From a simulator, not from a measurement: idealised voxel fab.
The document below concerns the process module designated voxel self aligned contacts.
Each square cell in cross-section cut measures 5 nm, and the section as a whole is 230 nm wide.
The cross-sections in this document take the form of a grid made of square cells. They are written out as bands, in order from top to bottom. Each band consists of one or more rows of cells. Top height, bottom height, nm. Materials left to right, width each, nm. Single material + "all across" = fills band edge to edge. "blank" = empty. Where do heights start? At 0: under that level the wafer as delivered is made of one material only. And the lowest band has no floor; it just carries on downward, as in "from 0 down". The two numbers in a width such as "30->40" mark its ends across the band: the first belongs to the top row of cells, the second to the bottom row, and from each row to the next the width moves by the same amount. Basically "remains unaltered" means that step didn't change any cell in the cross-section. Entry "Non-vented voids" = empty spaces >= 8 cells with no open way to the top; each as width x height at distance, distance from left edge, all nm. On a step's line, text after the settings is the simulator commenting on that step. Regarding "overlay nm": on a step with a mask, it is the distance the mask lay to the right of its planned place; a negative value places it to the left.

### The process steps that were planned are listed below
- 1: RECEIVE with material Si
- 2: CONFORMAL_DEP with material SiO2, thk nm 5
- 3: DIRECTIONAL_DEP with material polySi, thk nm 25
- 4: DIRECTIONAL_DEP with material SiN, thk nm 20
- 5: DIRECTIONAL_DEP with material aC, thk nm 15
- 6: PATTERN with tone cover, mask id GATE, material resist, width nm 30, pitch nm 55, thk nm 30, overlay nm 0
- 7: DIRECTIONAL_ETCH with etch materials aC, depth nm 5
- 8: STRIP with etch materials resist
- 9: DIRECTIONAL_ETCH with etch materials SiN, depth nm 20
- 10: DIRECTIONAL_ETCH with etch materials polySi, depth nm 25
- 11: STRIP with etch materials aC
- 12: CONFORMAL_DEP with material SiN, thk nm 5
- 13: DIRECTIONAL_ETCH with etch materials SiN, depth nm 5
- 14: FILL_DEP with material SiO2, thk nm 15
- 15: CMP with height nm 60
- 16: DIRECTIONAL_DEP with material aC, thk nm 15
- 17: PATTERN with tone open, mask id CONTACT, material resist, width nm 35, thk nm 35, overlay nm 0
- 18: DIRECTIONAL_ETCH with etch materials aC, depth nm 15
- 19: STRIP with etch materials resist
- 20: DIRECTIONAL_ETCH with etch materials SiO2, depth nm 60
- 21: STRIP with etch materials aC
- 22: CONFORMAL_DEP with material TiN, thk nm 5
- 23: FILL_DEP with material W, thk nm 5
- 24: CMP with height nm 60
- 25: CONFORMAL_DEP with material SiN, thk nm 5
Quick note for whoever runs this: the wafers start identical, but the depth nm at step 7 isn't the same across them. The plan just shows what the first wafer had.

### Incoming state of the first of several wafers in cross-section: after step 1
> from 0 down  Si all across
> Non-vented voids: none

### Here is the cross-section of the first of several wafers at the end of the module, after its last step, step 25
> from 65 to 60  SiN all across
> from 60 to 55  SiO2 95, then TiN 5, then W 25, then TiN 5, then SiO2 100
> from 55 to 50  SiO2 95, then TiN 35, then SiO2 100
> from 50 to 30  SiN all across
> from 30 to 5  polySi all across
> from 5 to 0  SiO2 all across
> from 0 down  Si all across
> Non-vented voids: none

### Wafer cross-section (last wafer, module end)
> from 65 to 60  SiN all across
> from 60 to 50  SiO2 95, then TiN 5->15, then W 25->5, then TiN 5->15, then SiO2 100
> from 50 to 30  SiO2 65, then SiN 40, then TiN 5, then W 5, then TiN 5, then SiN 40, then SiO2 70
> from 30 to 5  SiO2 65, then SiN 5, then polySi 30, then SiN 5, then TiN 5, then W 5, then TiN 5, then SiN 5, then polySi 30, then SiN 5, then SiO2 70
> from 5 to 0  SiO2 105, then TiN 15, then SiO2 110
> from 0 down  Si all across
> Non-vented voids: none

### The following table contains a row per wafer, in which are reported, at the conclusion of the module, the cells of each material gained (+) or lost (-) since the wafer's receipt, with its closed voids given thereafter
depth nm 5 | +230 SiN | +124 SiO2 | +9 TiN | +5 W | +230 polySi | Non-vented voids: none
depth nm 10 | +230 SiN | +124 SiO2 | +9 TiN | +5 W | +230 polySi | Non-vented voids: none
depth nm 15 | +130 SiN | +364 SiO2 | +29 TiN | +15 W | +60 polySi | Non-vented voids: none
depth nm 20 | +130 SiN | +364 SiO2 | +29 TiN | +15 W | +60 polySi | Non-vented voids: none
depth nm 25 | +130 SiN | +364 SiO2 | +29 TiN | +15 W | +60 polySi | Non-vented voids: none
depth nm 30 | +130 SiN | +364 SiO2 | +29 TiN | +15 W | +60 polySi | Non-vented voids: none
